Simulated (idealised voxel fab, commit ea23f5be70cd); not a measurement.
Name of the process module below: voxel wiring stack
Each square cell in cross-section cut measures 5 nm, and the section as a whole is 185 nm wide.
When this document writes out a cross-section, it uses a grid of square cells and lists it as bands, beginning at the top and moving down, with a band standing for one or more rows of cells. Per band: top height and bottom height in nm, followed by the left-to-right materials and their widths in nm; "all across" marks a single material spanning edge to edge, "air" marks empty space. Heights are reckoned from 0. Under this level, the received wafer is all of one material. The bottommost band is open-ended downward, for example "0 nm and below". Per-row width for "30 to 40": begins at first number (top row of band), ends at second number (bottom row), increment between rows held constant. Key: "nothing different" - step with no changed cell in the cross-section. "Unvented voids" means: voids of 8 cells or more that are shut off from the top with no open way through. Written width x height at distance, distance from the left edge, in nm. Past the settings on a step's line: simulator remark, on that step. The "overlay nm" setting may appear on a step's line; for a step that uses a mask, it gives how far to the right of its planned position the mask lay, and a negative value indicates the left.
PROCESS STEPS (PLANNED)
1,RECEIVE | material Si
2,CONFORMAL_DEP | material SiO2 | thk nm 15
3,DIRECTIONAL_DEP | material TiN | thk nm 5
4,DIRECTIONAL_DEP | material W | thk nm 15
5,PATTERN | tone cover | mask id METAL_1 | material resist | width nm 20 | pitch nm 45 | thk nm 20 | overlay nm 0
6,DIRECTIONAL_ETCH | etch materials W | depth nm 15
7,DIRECTIONAL_ETCH | etch materials TiN | depth nm 5
8,STRIP | etch materials resist
9,CONFORMAL_DEP | material SiN | thk nm 5
10,FILL_DEP | material lowk | thk nm 5
11,CMP | height nm 35
12,CONFORMAL_DEP | material SiCN | thk nm 5
13,DIRECTIONAL_DEP | material SiO2 | thk nm 35
14,MASKED_ETCH | tone open | mask id METAL_2 | width nm 20 | pitch nm 45 | etch materials SiO2 | depth nm 20 | overlay nm 0
15,DIRECTIONAL_DEP | material aC | thk nm 15
16,PATTERN | tone open | mask id METAL_2_HOLES | material resist | width nm 15 | pitch nm 45 | thk nm 35 | overlay nm 0
17,DIRECTIONAL_ETCH | etch materials aC | depth nm 15
18,STRIP | etch materials resist
19,DIRECTIONAL_ETCH | etch materials SiO2 | depth nm 15
20,DIRECTIONAL_ETCH | etch materials SiCN | depth nm 5
21,STRIP | etch materials aC
22,CONFORMAL_DEP | material TiN | thk nm 5
23,FILL_DEP | material Cu | thk nm 5
24,CMP | height nm 75
25,CONFORMAL_DEP | material SiCN | thk nm 5
26,DIRECTIONAL_DEP | material lowk | thk nm 10
27,PATTERN | tone open | mask id PLUG_2 | material resist | width nm 15 | thk nm 20 | overlay nm 0
28,DIRECTIONAL_ETCH | etch materials lowk | depth nm 10
29,DIRECTIONAL_ETCH | etch materials SiCN | depth nm 5
30,STRIP | etch materials resist
31,CONFORMAL_DEP | material TiN | thk nm 5
32,FILL_DEP | material W | thk nm 5
33,CMP | height nm 90
34,CONFORMAL_DEP | material SiCN | thk nm 5
35,DIRECTIONAL_DEP | material SiO2 | thk nm 25
36,PATTERN | tone open | mask id METAL_3 | material resist | width nm 20 | pitch nm 45 | thk nm 20 | overlay nm 0
37,DIRECTIONAL_ETCH | etch materials SiO2 | depth nm 25
38,DIRECTIONAL_ETCH | etch materials SiCN | depth nm 5
39,STRIP | etch materials resist
40,CONFORMAL_DEP | material TiN | thk nm 5
41,FILL_DEP | material Cu | thk nm 10
42,CMP | height nm 120
43,CONFORMAL_DEP | material SiCN | thk nm 5
44,DIRECTIONAL_DEP | material lowk | thk nm 10
45,PATTERN | tone open | mask id PLUG_3 | material resist | width nm 15 | pitch nm 45 | thk nm 15 | overlay nm 0
46,DIRECTIONAL_ETCH | etch materials lowk | depth nm 10
47,DIRECTIONAL_ETCH | etch materials SiCN | depth nm 5
48,STRIP | etch materials resist
49,EPI | material Ru | thk nm 10
50,EPI | material Ru | thk nm 5
51,DIRECTIONAL_DEP | material TiN | thk nm 5
52,DIRECTIONAL_DEP | material W | thk nm 25
53,MASKED_ETCH | tone cover | mask id METAL_4 | width nm 20 | pitch nm 45 | etch materials W | depth nm 25 | overlay nm 0
54,MASKED_ETCH | tone cover | mask id METAL_4 | width nm 20 | pitch nm 45 | etch materials TiN | depth nm 5 | overlay nm 0
55,CONFORMAL_DEP | material SiN | thk nm 5
56,FILL_DEP | material SiO2 | thk nm 10
57,CMP | height nm 165
58,CONFORMAL_DEP | material SiN | thk nm 5
WAFER AS RECEIVED: CROSS-SECTION FOLLOWING STEP 1
0 nm and below | Si all across
Unvented voids: none
ONE MISTAKE IN RUNNING THE MODULE, OTHERWISE START AND PLAN AS ABOVE: CROSS-SECTION AT THE END
170 nm to 165 nm | SiN all across
165 nm to 140 nm | 55 SiO2  5 SiN  20 W  5 SiN  15 SiO2  5 SiN  20 W  5 SiN  55 SiO2
140 nm to 135 nm | 60 SiN  20 TiN  25 SiN  20 TiN  60 SiN
135 nm to 125 nm | 60 lowk  15 Ru  30 lowk  15 Ru  65 lowk
125 nm to 120 nm | 60 SiCN  15 Ru  30 SiCN  15 Ru  65 SiCN
120 nm to 95 nm | 60 SiO2  5 TiN  10 Cu  5 TiN  25 SiO2  5 TiN  10 Cu  5 TiN  60 SiO2
95 nm to 90 nm | 60 SiCN  20 TiN  25 SiCN  20 TiN  60 SiCN
90 nm to 80 nm | 60 lowk  5 TiN  5 W  5 TiN  110 lowk
80 nm to 75 nm | 60 SiCN  15 TiN  110 SiCN
75 nm to 60 nm | 60 SiO2  5 TiN  10 Cu  5 TiN  25 SiO2  5 TiN  10 Cu  5 TiN  60 SiO2
60 nm to 55 nm | 60 SiO2  5 TiN  5 Cu  10 TiN  25 SiO2  5 TiN  5 Cu  10 TiN  60 SiO2
55 nm to 40 nm | 60 SiO2  5 TiN  5 Cu  5 TiN  30 SiO2  5 TiN  5 Cu  5 TiN  65 SiO2
40 nm to 35 nm | 60 SiCN  15 TiN  30 SiCN  15 TiN  65 SiCN
35 nm to 20 nm | 65 lowk  5 SiN  20 W  5 SiN  15 lowk  5 SiN  20 W  5 SiN  45 lowk
20 nm to 15 nm | 70 SiN  20 TiN  25 SiN  20 TiN  50 SiN
15 nm to 0 nm | SiO2 all across
0 nm and below | Si all across
Unvented voids: none
Finding, execution versus plan: so step 5 ended up running with a different setting than we planned, it ran as PATTERN | tone cover | mask id METAL_1 | material resist | width nm 20 | pitch nm 45 | thk nm 20 | overlay nm 10
